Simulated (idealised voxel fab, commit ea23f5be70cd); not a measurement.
Process module under the name voxel transistor to metal
For reference, the cross-section in this document is cut, with width 155 nm and square cells of 5 nm.
Cross-section, as written here: a square-cell grid given band by band from the top down, where a band holds one or more rows of cells.
Top height, bottom height, nm. Materials left to right, width each, nm. Single material + "everywhere" = fills band edge to edge. "empty" = empty.
Height datum 0, below which the as-received substrate wafer is one material. Lowest band open at the bottom, running downward: "0 down".
Per-row width for "30->40": begins at first number (top row of band), ends at second number (bottom row), increment between rows held constant.
Reading "no modification" for a step: not a cell of the cross-section changed in it.
The entry "Unvented cavities" lists the empty spaces that cover at least 8 cells and have no open path to the top. Each is written as width x height at distance, where the distance is measured from the left edge and all three values are in nm.
It should be noted that, on the line of a given step, the content following the step's settings is a remark produced by the simulator itself with respect to that step.
When a step includes a mask, the "overlay nm" setting on its line states how far to the right of its planned place that mask lay, and negative values state how far to the left.

# List of planned process steps
1: RECEIVE | material Si
2: OXIDIZE | depth nm 5
3: CONFORMAL_DEP | material SiN | thk nm 15
4: DIRECTIONAL_DEP | material aC | thk nm 10
5: PATTERN | tone cover | mask id ACTIVE | material resist | width nm 105 | thk nm 25 | overlay nm 0
6: DIRECTIONAL_ETCH | etch materials aC | depth nm 10
7: STRIP | etch materials resist
8: DIRECTIONAL_ETCH | etch materials SiN | depth nm 15
9: DIRECTIONAL_ETCH | etch materials SiO2 | depth nm 5
10: DIRECTIONAL_ETCH | etch materials Si | depth nm 30
11: STRIP | etch materials aC
12: OXIDIZE | depth nm 5
13: FILL_DEP | material SiO2 | thk nm 15
14: CMP | height nm 15
15: SELECTIVE_ETCH | etch materials SiO2 | depth nm 15
16: STRIP | etch materials SiN
17: SELECTIVE_ETCH | etch materials SiO2 | depth nm 5
18: OXIDIZE | depth nm 5
19: DIRECTIONAL_DEP | material polySi | thk nm 25
20: DIRECTIONAL_DEP | material SiCN | thk nm 10
21: PATTERN | tone cover | mask id GATE | material resist | width nm 15 | thk nm 15 | overlay nm 0
22: DIRECTIONAL_ETCH | etch materials SiCN | depth nm 20
23: DIRECTIONAL_ETCH | etch materials polySi | depth nm 35
24: STRIP | etch materials resist
25: CONFORMAL_DEP | material SiN | thk nm 10
26: DIRECTIONAL_ETCH | etch materials SiN | depth nm 10
27: DIRECTIONAL_ETCH | etch materials SiO2 | depth nm 5
28: EPI | material nSi | thk nm 5
29: FILL_DEP | material SiO2 | thk nm 10
30: CMP | height nm 30
31: DIRECTIONAL_DEP | material SiO2 | thk nm 10
32: PATTERN | tone open | mask id CONTACT | material resist | width nm 30 | pitch nm 55 | thk nm 20 | overlay nm 0
33: DIRECTIONAL_ETCH | etch materials SiO2 | depth nm 45
34: STRIP | etch materials resist
35: CONFORMAL_DEP | material TiN | thk nm 5
36: FILL_DEP | material Ru | thk nm 5
37: CMP | height nm 40
38: DIRECTIONAL_DEP | material TiN | thk nm 5
39: DIRECTIONAL_DEP | material Ru | thk nm 15
40: PATTERN | tone cover | mask id METAL_1 | material resist | width nm 20 | pitch nm 65 | thk nm 15 | overlay nm 0
41: DIRECTIONAL_ETCH | etch materials Ru | depth nm 15
42: DIRECTIONAL_ETCH | etch materials TiN | depth nm 5
43: STRIP | etch materials resist
44: CONFORMAL_DEP | material SiN | thk nm 5
45: FILL_DEP | material SiO2 | thk nm 5
46: CMP | height nm 60
47: CONFORMAL_DEP | material SiCN | thk nm 5
48: DIRECTIONAL_DEP | material SiO2 | thk nm 35
49: DIRECTIONAL_DEP | material aC | thk nm 10
50: PATTERN | tone open | mask id METAL_2_HOLES | material resist | width nm 15 | pitch nm 65 | thk nm 30 | overlay nm 0
51: DIRECTIONAL_ETCH | etch materials aC | depth nm 10
52: STRIP | etch materials resist
53: DIRECTIONAL_ETCH | etch materials SiO2 | depth nm 35
54: STRIP | etch materials aC
55: DIRECTIONAL_DEP | material aC | thk nm 15
56: PATTERN | tone open | mask id METAL_2 | material resist | width nm 20 | pitch nm 65 | thk nm 35 | overlay nm 0
57: DIRECTIONAL_ETCH | etch materials aC | depth nm 15
58: STRIP | etch materials resist
59: DIRECTIONAL_ETCH | etch materials SiO2 | depth nm 20
60: DIRECTIONAL_ETCH | etch materials SiCN | depth nm 5
61: STRIP | etch materials aC
62: CONFORMAL_DEP | material TiN | thk nm 5
63: FILL_DEP | material Ru | thk nm 5
64: CMP | height nm 100
65: CONFORMAL_DEP | material SiN | thk nm 5

# Cross-section, incoming material, after step 1
	0 down  Si everywhere
	Unvented cavities: none

# End state of the module in cross-section, given the above starting point and plan and one mistake in execution
	105 to 100  SiN everywhere
	100 to 85  35 nm SiO2, 5 nm TiN, 10 nm Ru, 5 nm TiN, 45 nm SiO2, 5 nm TiN, 10 nm Ru, 5 nm TiN, 35 nm SiO2
	85 to 80  35 nm SiO2, 5 nm TiN, 5 nm Ru, 10 nm TiN, 45 nm SiO2, 5 nm TiN, 5 nm Ru, 10 nm TiN, 35 nm SiO2
	80 to 65  35 nm SiO2, 5 nm TiN, 5 nm Ru, 5 nm TiN, 50 nm SiO2, 5 nm TiN, 5 nm Ru, 5 nm TiN, 40 nm SiO2
	65 to 60  35 nm SiCN, 15 nm TiN, 50 nm SiCN, 15 nm TiN, 40 nm SiCN
	60 to 45  25 nm SiO2, 5 nm SiN, 30 nm Ru, 5 nm SiN, 25 nm SiO2, 5 nm SiN, 30 nm Ru, 5 nm SiN, 25 nm SiO2
	45 to 40  30 nm SiN, 30 nm TiN, 35 nm SiN, 30 nm TiN, 30 nm SiN
	40 to 30  35 nm SiO2, 5 nm TiN, 20->15 nm Ru, 5->10 nm TiN, 25 nm SiO2, 5->10 nm TiN, 20->15 nm Ru, 5 nm TiN, 35 nm SiO2
	30 to 20  35 nm SiO2, 5 nm TiN, 15 nm Ru, 5 nm TiN, 10 nm SiN, 15 nm SiCN, 10 nm SiN, 5 nm TiN, 15 nm Ru, 5 nm TiN, 35 nm SiO2
	20 to 0  35 nm SiO2, 5 nm TiN, 15 nm Ru, 5 nm TiN, 10 nm SiN, 15 nm polySi, 10 nm SiN, 5 nm TiN, 15 nm Ru, 5 nm TiN, 35 nm SiO2
	0 to -5  35 nm SiO2, 25 nm TiN, 10 nm SiN, 15 nm polySi, 10 nm SiN, 25 nm TiN, 35 nm SiO2
	-5 to -10  25 nm SiO2, 35 nm nSi, 35 nm SiO2, 35 nm nSi, 25 nm SiO2
	-10 to -40  30 nm SiO2, 95 nm Si, 30 nm SiO2
	-40 down  Si everywhere
	Unvented cavities: none
Here's what went sideways: step 40 ran with different settings than intended, the actual operation and settings being PATTERN | tone cover | mask id METAL_1 | material resist | width nm 30 | pitch nm 65 | thk nm 15 | overlay nm 0
